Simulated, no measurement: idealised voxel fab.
Process module under the name voxel self aligned contacts
Cross-section cut spans 250 nm and uses square cells 5 nm in size.
When this document writes out a cross-section, it uses a grid of square cells and lists it as bands, beginning at the top and moving down, with a band standing for one or more rows of cells. Top height, bottom height, nm. Materials left to right, width each, nm. Single material + "full width" = fills band edge to edge. "blank" = empty. Counting heights begins at 0, where everything beneath is, in the wafer as received, one material. The lowest band has no bottom; it goes on downwards, as "0 and below" shows. A width given as "30->40" starts at the first number in the band's top row and ends at the second number in its bottom row, shifting by an equal amount at every step from row to row. "no change occurred" -> step changed no cross-section cell. Entry "Sealed void listing" = empty spaces >= 8 cells with no open way to the top; each as width x height at distance, distance from left edge, all nm. Past the settings on a step's line: simulator remark, on that step. overlay nm: how far to the right of its planned place the mask lay on this masked step (negative: to the left).

The following list gives the planned process steps:
1. RECEIVE [material Si]
2. OXIDIZE [depth nm 5]
3. DIRECTIONAL_DEP [material polySi] [thk nm 20]
4. DIRECTIONAL_DEP [material SiN] [thk nm 20]
5. MASKED_ETCH [tone cover] [mask id GATE] [width nm 25] [pitch nm 60] [etch materials SiN] [depth nm 20] [overlay nm 0]
6. MASKED_ETCH [tone cover] [mask id GATE] [width nm 25] [pitch nm 60] [etch materials polySi] [depth nm 20] [overlay nm 0]
7. CONFORMAL_DEP [material SiN] [thk nm 10]
8. DIRECTIONAL_ETCH [etch materials SiN] [depth nm 10]
9. FILL_DEP [material SiO2] [thk nm 10]
10. CMP [height nm 45]
11. MASKED_ETCH [tone open] [mask id CONTACT] [width nm 45] [pitch nm 60] [etch materials SiO2] [depth nm 50] [overlay nm 0]
12. CONFORMAL_DEP [material TiN] [thk nm 5]
13. FILL_DEP [material Ru] [thk nm 10]
14. CMP [height nm 45]
15. CONFORMAL_DEP [material SiCN] [thk nm 5]

First of two wafers, processed according to plan:

Wafer cross-section on receipt, i.e. after step 1:
* 0 and below = Si full width
* Sealed void listing: none

Step 2 done - wafer cross-section:
* 0 down to -5 = SiO2 full width
* Below -5, no change.

Step 3 done - wafer cross-section:
* 20 down to 0 = polySi full width
* Below 0, no change.

Step 4 done - wafer cross-section:
* 40 down to 20 = SiN full width
* Below 20, no change.

Step 5 done - wafer cross-section:
* 40 down to 20 = blank=50 | SiN=25 | blank=35 | SiN=25 | blank=35 | SiN=25 | blank=55
* Below 20, no change.

Step 6 done - wafer cross-section:
* 40 down to 20 = blank=50 | SiN=25 | blank=35 | SiN=25 | blank=35 | SiN=25 | blank=55
* 20 down to 0 = blank=50 | polySi=25 | blank=35 | polySi=25 | blank=35 | polySi=25 | blank=55
* Below 0, no change.

Step 7 done - wafer cross-section:
* 50 down to 20 = blank=40 | SiN=45 | blank=15 | SiN=45 | blank=15 | SiN=45 | blank=45
* 20 down to 10 = blank=40 | SiN=10 | polySi=25 | SiN=10 | blank=15 | SiN=10 | polySi=25 | SiN=10 | blank=15 | SiN=10 | polySi=25 | SiN=10 | blank=45
* 10 down to 0 = SiN=50 | polySi=25 | SiN=35 | polySi=25 | SiN=35 | polySi=25 | SiN=55
* Below 0, no change.

Step 8 done - wafer cross-section:
* 40 down to 20 = blank=40 | SiN=45 | blank=15 | SiN=45 | blank=15 | SiN=45 | blank=45
* 20 down to 0 = blank=40 | SiN=10 | polySi=25 | SiN=10 | blank=15 | SiN=10 | polySi=25 | SiN=10 | blank=15 | SiN=10 | polySi=25 | SiN=10 | blank=45
* Below 0, no change.

Step 9 done - wafer cross-section:
* 50 down to 40 = SiO2 full width
* 40 down to 20 = SiO2=40 | SiN=45 | SiO2=15 | SiN=45 | SiO2=15 | SiN=45 | SiO2=45
* 20 down to 0 = SiO2=40 | SiN=10 | polySi=25 | SiN=10 | SiO2=15 | SiN=10 | polySi=25 | SiN=10 | SiO2=15 | SiN=10 | polySi=25 | SiN=10 | SiO2=45
* Below 0, no change.

Step 10 done - wafer cross-section:
* 45 down to 40 = SiO2 full width
* Below 40, no change.

Step 11 done - wafer cross-section:
* 45 down to 40 = SiO2=70 | blank=45 | SiO2=15 | blank=45 | SiO2=75
* 40 down to 20 = SiO2=40 | SiN=45 | blank=15 | SiN=45 | blank=15 | SiN=45 | SiO2=45
* 20 down to 0 = SiO2=40 | SiN=10 | polySi=25 | SiN=10 | blank=15 | SiN=10 | polySi=25 | SiN=10 | blank=15 | SiN=10 | polySi=25 | SiN=10 | SiO2=45
* 0 down to -5 = SiO2=85 | blank=15 | SiO2=45 | blank=15 | SiO2=90
* Below -5, no change.

Step 12 done - wafer cross-section:
* 50 down to 45 = TiN=75 | blank=35 | TiN=25 | blank=35 | TiN=80
* 45 down to 40 = SiO2=70 | TiN=20 | blank=5 | TiN=20 | SiO2=15 | TiN=20 | blank=5 | TiN=20 | SiO2=75
* 40 down to 20 = SiO2=40 | SiN=45 | TiN=5 | blank=5 | TiN=5 | SiN=45 | TiN=5 | blank=5 | TiN=5 | SiN=45 | SiO2=45
* 20 down to 0 = SiO2=40 | SiN=10 | polySi=25 | SiN=10 | TiN=5 | blank=5 | TiN=5 | SiN=10 | polySi=25 | SiN=10 | TiN=5 | blank=5 | TiN=5 | SiN=10 | polySi=25 | SiN=10 | SiO2=45
* 0 down to -5 = SiO2=85 | TiN=15 | SiO2=45 | TiN=15 | SiO2=90
* Below -5, no change.

Step 13 done - wafer cross-section:
* 60 down to 50 = Ru full width
* 50 down to 45 = TiN=75 | Ru=35 | TiN=25 | Ru=35 | TiN=80
* 45 down to 40 = SiO2=70 | TiN=20 | Ru=5 | TiN=20 | SiO2=15 | TiN=20 | Ru=5 | TiN=20 | SiO2=75
* 40 down to 20 = SiO2=40 | SiN=45 | TiN=5 | Ru=5 | TiN=5 | SiN=45 | TiN=5 | Ru=5 | TiN=5 | SiN=45 | SiO2=45
* 20 down to 0 = SiO2=40 | SiN=10 | polySi=25 | SiN=10 | TiN=5 | Ru=5 | TiN=5 | SiN=10 | polySi=25 | SiN=10 | TiN=5 | Ru=5 | TiN=5 | SiN=10 | polySi=25 | SiN=10 | SiO2=45
* Below 0, no change.

Step 14 done - wafer cross-section:
* 45 down to 40 = SiO2=70 | TiN=20 | Ru=5 | TiN=20 | SiO2=15 | TiN=20 | Ru=5 | TiN=20 | SiO2=75
* Below 40, no change.

Step 15 done - wafer cross-section:
* 50 down to 45 = SiCN full width
* Below 45, no change.

It is to be noted that the second wafer proceeded from the same initial state and according to the same plan as the first, although one mistake was committed in its execution; through step 4, inclusive, the two wafers share an identical history:

Cross-section of the second wafer corresponding to the planned conclusion of step 5:
* 40 down to 20 = SiN=50 | blank=25 | SiN=35 | blank=25 | SiN=35 | blank=25 | SiN=55
* Below 20, no change.

Cross-section of the second wafer corresponding to the planned conclusion of step 6: no change occurred

Cross-section of the second wafer corresponding to the planned conclusion of step 7:
* 50 down to 30 = SiN=60 | blank=5 | SiN=55 | blank=5 | SiN=55 | blank=5 | SiN=65
* 30 down to 20 = SiN full width
* Below 20, no change.

Cross-section of the second wafer corresponding to the planned conclusion of step 8:
* 40 down to 20 = SiN=60 | blank=5 | SiN=55 | blank=5 | SiN=55 | blank=5 | SiN=65
* Below 20, no change.

Cross-section of the second wafer corresponding to the planned conclusion of step 9:
* 50 down to 40 = SiO2 full width
* 40 down to 20 = SiN=60 | SiO2=5 | SiN=55 | SiO2=5 | SiN=55 | SiO2=5 | SiN=65
* Below 20, no change.

Cross-section of the second wafer corresponding to the planned conclusion of step 10:
* 45 down to 40 = SiO2 full width
* Below 40, no change.

Cross-section of the second wafer corresponding to the planned conclusion of step 11:
* 45 down to 40 = SiO2=70 | blank=45 | SiO2=15 | blank=45 | SiO2=75
* Below 40, no change.

Cross-section of the second wafer corresponding to the planned conclusion of step 12:
* 50 down to 45 = TiN=75 | blank=35 | TiN=25 | blank=35 | TiN=80
* 45 down to 40 = SiO2=70 | TiN=45 | SiO2=15 | TiN=45 | SiO2=75
* Below 40, no change.

Cross-section of the second wafer corresponding to the planned conclusion of step 13:
* 60 down to 50 = Ru full width
* 50 down to 45 = TiN=75 | Ru=35 | TiN=25 | Ru=35 | TiN=80
* Below 45, no change.

Cross-section of the second wafer corresponding to the planned conclusion of step 14:
* 45 down to 40 = SiO2=70 | TiN=45 | SiO2=15 | TiN=45 | SiO2=75
* Below 40, no change.

Cross-section of the second wafer corresponding to the planned conclusion of step 15:
* 50 down to 45 = SiCN full width
* Below 45, no change.
Want to know what went wrong? step 5 did not use the planned setting and instead ran as MASKED_ETCH [tone open] [mask id GATE] [width nm 25] [pitch nm 60] [etch materials SiN] [depth nm 20] [overlay nm 0]
FYI, end of process, the second wafer has more or fewer cells of some materials than the first: Ru -18 | SiN +32 | SiO2 -118 | TiN -36 | polySi +140
